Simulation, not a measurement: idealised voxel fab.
Proc. module: voxel transistor to metal
The figure presents cross-section cut, which has a width of 275 nm and is divided into square cells with an edge length of 5 nm.
In this document a cross-section is written as a grid of square cells. It is given as a series of bands, listed from the top down, and a band is one or more rows of cells. Band: top and bottom heights (nm) first, top before bottom; then materials from left to right, widths in nm. "throughout" marks a sole material filling the band edge to edge. "blank" denotes empty space. All heights in this document are referenced to 0, defined as the level beneath which the wafer, as received, consists entirely of one material. The lowest band is not bounded below; it extends indefinitely downward and is written in the form "top 0, no bottom". A width given as "30 to 40" starts at the first number in the band's top row and ends at the second number in its bottom row, shifting by an equal amount at every step from row to row. "left unchanged" for a step: no cell of the cross-section changed in that step. Under "Sealed internal cavities" you'll find the enclosed gaps, the ones with no way out to the top, that are 8 cells or bigger; each reads width x height at distance, with distance counted from the left edge, everything in nm. Anything after a step's settings on that line? It's the simulator's own note about the step. A step line may carry the setting "overlay nm", which, for steps involving a mask, states the distance by which the mask lay to the right of its intended position; negative values denote displacement to the left.

Here's what the planned process steps look like
- 1: RECEIVE (material Si)
- 2: OXIDIZE (depth nm 5)
- 3: CONFORMAL_DEP (material SiN; thk nm 15)
- 4: DIRECTIONAL_DEP (material aC; thk nm 15)
- 5: PATTERN (tone cover; mask id ACTIVE; material resist; width nm 105; pitch nm 130; thk nm 30; overlay nm 0)
- 6: DIRECTIONAL_ETCH (etch materials aC; depth nm 15)
- 7: STRIP (etch materials resist)
- 8: DIRECTIONAL_ETCH (etch materials SiN; depth nm 15)
- 9: DIRECTIONAL_ETCH (etch materials SiO2; depth nm 5)
- 10: DIRECTIONAL_ETCH (etch materials Si; depth nm 25)
- 11: STRIP (etch materials aC)
- 12: FILL_DEP (material SiO2; thk nm 10)
- 13: CMP (height nm 15)
- 14: SELECTIVE_ETCH (etch materials SiO2; depth nm 5)
- 15: STRIP (etch materials SiN)
- 16: SELECTIVE_ETCH (etch materials SiO2; depth nm 5)
- 17: OXIDIZE (depth nm 5)
- 18: DIRECTIONAL_DEP (material polySi; thk nm 30)
- 19: DIRECTIONAL_DEP (material SiCN; thk nm 15)
- 20: DIRECTIONAL_DEP (material aC; thk nm 10)
- 21: PATTERN (tone cover; mask id GATE; material resist; width nm 25; pitch nm 130; thk nm 30; overlay nm 0)
- 22: DIRECTIONAL_ETCH (etch materials aC; depth nm 10)
- 23: STRIP (etch materials resist)
- 24: DIRECTIONAL_ETCH (etch materials SiCN; depth nm 25)
- 25: DIRECTIONAL_ETCH (etch materials polySi; depth nm 40)
- 26: STRIP (etch materials aC)
- 27: CONFORMAL_DEP (material SiN; thk nm 5)
- 28: DIRECTIONAL_ETCH (etch materials SiN; depth nm 5)
- 29: DIRECTIONAL_ETCH (etch materials SiO2; depth nm 5)
- 30: DIRECTIONAL_ETCH (etch materials Si; depth nm 15)
- 31: EPI (material pSi; thk nm 20)
- 32: FILL_DEP (material SiO2; thk nm 5)
- 33: CMP (height nm 40)
- 34: DIRECTIONAL_DEP (material SiO2; thk nm 15)
- 35: PATTERN (tone open; mask id CONTACT; material resist; width nm 30; pitch nm 65; thk nm 15; overlay nm 0)
- 36: DIRECTIONAL_ETCH (etch materials SiO2; depth nm 60)
- 37: STRIP (etch materials resist)
- 38: CONFORMAL_DEP (material TiN; thk nm 5)
- 39: FILL_DEP (material W; thk nm 5)
- 40: CMP (height nm 55)
- 41: DIRECTIONAL_DEP (material TiN; thk nm 5)
- 42: DIRECTIONAL_DEP (material W; thk nm 25)
- 43: MASKED_ETCH (tone cover; mask id METAL_1; width nm 15; etch materials W; depth nm 25; overlay nm 0)
- 44: MASKED_ETCH (tone cover; mask id METAL_1; width nm 15; etch materials TiN; depth nm 5; overlay nm 0)
- 45: CONFORMAL_DEP (material SiCN; thk nm 5)
- 46: FILL_DEP (material SiO2; thk nm 5)
- 47: CMP (height nm 85)
- 48: CONFORMAL_DEP (material SiN; thk nm 5)

The cross-section here shows the wafer as received, i.e. in its state after step 1
  top 0, no bottom: Si throughout
  Sealed internal cavities: none

Cross-section taken at module completion on the first of two wafers; processed per the plan
  top 90, bottom 85: SiN throughout
  top 85, bottom 60: 20 of SiO2, 5 of SiCN, 15 of W, 5 of SiCN, 55 of SiO2, 5 of SiCN, 15 of W, 5 of SiCN, 25 of SiO2, 5 of SiCN, 15 of W, 5 of SiCN, 55 of SiO2, 5 of SiCN, 15 of W, 5 of SiCN, 20 of SiO2
  top 60, bottom 55: 25 of SiCN, 15 of TiN, 65 of SiCN, 15 of TiN, 35 of SiCN, 15 of TiN, 65 of SiCN, 15 of TiN, 25 of SiCN
  top 55, bottom 40: 25 of SiO2, 5 of TiN, 20 of W, 5 of TiN, 35 of SiO2, 5 of TiN, 20 of W, 5 of TiN, 35 of SiO2, 5 of TiN, 20 of W, 5 of TiN, 35 of SiO2, 5 of TiN, 20 of W, 5 of TiN, 25 of SiO2
  top 40, bottom 25: 25 of SiO2, 5 of TiN, 20 of W, 5 of TiN, 5 of SiN, 25 of SiCN, 5 of SiN, 5 of TiN, 20 of W, 5 of TiN, 35 of SiO2, 5 of TiN, 20 of W, 5 of TiN, 5 of SiN, 25 of SiCN, 5 of SiN, 5 of TiN, 20 of W, 5 of TiN, 25 of SiO2
  top 25, bottom 15: 25 of SiO2, 5 of TiN, 20 of W, 5 of TiN, 5 of SiN, 25 of polySi, 5 of SiN, 5 of TiN, 20 of W, 5 of TiN, 35 of SiO2, 5 of TiN, 20 of W, 5 of TiN, 5 of SiN, 25 of polySi, 5 of SiN, 5 of TiN, 20 of W, 5 of TiN, 25 of SiO2
  top 15, bottom 10: 25 of SiO2, 30 of TiN, 5 of SiN, 25 of polySi, 5 of SiN, 30 of TiN, 35 of SiO2, 30 of TiN, 5 of SiN, 25 of polySi, 5 of SiN, 30 of TiN, 25 of SiO2
  top 10, bottom 5: 25 of SiO2, 10 of TiN, 20 of pSi, 5 of SiN, 25 of polySi, 5 of SiN, 20 of pSi, 10 of TiN, 35 of SiO2, 10 of TiN, 20 of pSi, 5 of SiN, 25 of polySi, 5 of SiN, 20 of pSi, 10 of TiN, 25 of SiO2
  top 5, bottom -5: 15 of SiO2, 5 of SiN, 5 of SiO2, 10 of TiN, 20 of pSi, 5 of SiN, 25 of polySi, 5 of SiN, 20 of pSi, 10 of TiN, 5 of SiO2, 5 of SiN, 15 of SiO2, 5 of SiN, 5 of SiO2, 10 of TiN, 20 of pSi, 5 of SiN, 25 of polySi, 5 of SiN, 20 of pSi, 10 of TiN, 5 of SiO2, 5 of SiN, 15 of SiO2
  top -5, bottom -10: 20 of SiO2, 35 of pSi, 35 of SiO2, 35 of pSi, 25 of SiO2, 35 of pSi, 35 of SiO2, 35 of pSi, 20 of SiO2
  top -10, bottom -25: 20 of SiO2, 35 of pSi, 35 of Si, 35 of pSi, 25 of SiO2, 35 of pSi, 35 of Si, 35 of pSi, 20 of SiO2
  top -25, bottom -30: 20 of SiO2, 105 of Si, 25 of SiO2, 105 of Si, 20 of SiO2
  top -30, no bottom: Si throughout
  Sealed internal cavities: none

Here's the second of our two wafers sectioned at module end. Same start as the first, same plan, but one mistake got made running it
  top 90, bottom 85: SiN throughout
  top 85, bottom 60: 20 of SiO2, 5 of SiCN, 15 of W, 5 of SiCN, 55 of SiO2, 5 of SiCN, 15 of W, 5 of SiCN, 25 of SiO2, 5 of SiCN, 15 of W, 5 of SiCN, 55 of SiO2, 5 of SiCN, 15 of W, 5 of SiCN, 20 of SiO2
  top 60, bottom 55: 25 of SiCN, 15 of TiN, 65 of SiCN, 15 of TiN, 35 of SiCN, 15 of TiN, 65 of SiCN, 15 of TiN, 25 of SiCN
  top 55, bottom 45: 25 of SiO2, 5 of TiN, 20 of W, 5 of TiN, 35 of SiO2, 5 of TiN, 20 of W, 5 of TiN, 35 of SiO2, 5 of TiN, 20 of W, 5 of TiN, 35 of SiO2, 5 of TiN, 20 of W, 5 of TiN, 25 of SiO2
  top 45, bottom 40: 25 of SiO2, 5 of TiN, 10 of W, 15 of TiN, 35 of SiO2, 5 of TiN, 20 of W, 5 of TiN, 35 of SiO2, 5 of TiN, 10 of W, 15 of TiN, 35 of SiO2, 5 of TiN, 20 of W, 5 of TiN, 25 of SiO2
  top 40, bottom 25: 25 of SiO2, 5 of TiN, 10 of W, 5 of TiN, 5 of SiN, 25 of SiCN, 5 of SiN, 10 of SiO2, 5 of TiN, 20 of W, 5 of TiN, 35 of SiO2, 5 of TiN, 10 of W, 5 of TiN, 5 of SiN, 25 of SiCN, 5 of SiN, 10 of SiO2, 5 of TiN, 20 of W, 5 of TiN, 25 of SiO2
  top 25, bottom 15: 25 of SiO2, 5 of TiN, 10 of W, 5 of TiN, 5 of SiN, 25 of polySi, 5 of SiN, 10 of SiO2, 5 of TiN, 20 of W, 5 of TiN, 35 of SiO2, 5 of TiN, 10 of W, 5 of TiN, 5 of SiN, 25 of polySi, 5 of SiN, 10 of SiO2, 5 of TiN, 20 of W, 5 of TiN, 25 of SiO2
  top 15, bottom 10: 25 of SiO2, 20 of TiN, 5 of SiN, 25 of polySi, 5 of SiN, 10 of SiO2, 15 of TiN, 10 of W, 5 of TiN, 35 of SiO2, 20 of TiN, 5 of SiN, 25 of polySi, 5 of SiN, 10 of SiO2, 15 of TiN, 10 of W, 5 of TiN, 25 of SiO2
  top 10, bottom 5: 25 of SiO2, 20 of pSi, 5 of SiN, 25 of polySi, 5 of SiN, 20 of pSi, 5 of TiN, 10 of W, 5 of TiN, 35 of SiO2, 20 of pSi, 5 of SiN, 25 of polySi, 5 of SiN, 20 of pSi, 5 of TiN, 10 of W, 5 of TiN, 25 of SiO2
  top 5, bottom 0: 15 of SiO2, 5 of SiN, 5 of SiO2, 20 of pSi, 5 of SiN, 25 of polySi, 5 of SiN, 20 of pSi, 5 of TiN, 10 of W, 5 of TiN, 5 of SiO2, 5 of SiN, 15 of SiO2, 5 of SiN, 5 of SiO2, 20 of pSi, 5 of SiN, 25 of polySi, 5 of SiN, 20 of pSi, 5 of TiN, 10 of W, 5 of TiN, 5 of SiO2, 5 of SiN, 15 of SiO2
  top 0, bottom -5: 15 of SiO2, 5 of SiN, 5 of SiO2, 20 of pSi, 5 of SiN, 25 of polySi, 5 of SiN, 20 of pSi, 20 of TiN, 5 of SiO2, 5 of SiN, 15 of SiO2, 5 of SiN, 5 of SiO2, 20 of pSi, 5 of SiN, 25 of polySi, 5 of SiN, 20 of pSi, 20 of TiN, 5 of SiO2, 5 of SiN, 15 of SiO2
  top -5, bottom -10: 20 of SiO2, 25 of pSi, 35 of SiO2, 45 of pSi, 25 of SiO2, 25 of pSi, 35 of SiO2, 45 of pSi, 20 of SiO2
  top -10, bottom -25: 20 of SiO2, 25 of pSi, 35 of Si, 45 of pSi, 25 of SiO2, 25 of pSi, 35 of Si, 45 of pSi, 20 of SiO2
  top -25, bottom -30: 20 of SiO2, 105 of Si, 25 of SiO2, 105 of Si, 20 of SiO2
  top -30, no bottom: Si throughout
  Sealed internal cavities: none
what went wrong: rather than as planned, step 21 actually ran as PATTERN (tone cover; mask id GATE; material resist; width nm 25; pitch nm 130; thk nm 30; overlay nm -10)
Heads up, by the end the second wafer has more or fewer cells of some materials compared to the first: +24 SiO2, -12 TiN, -12 W
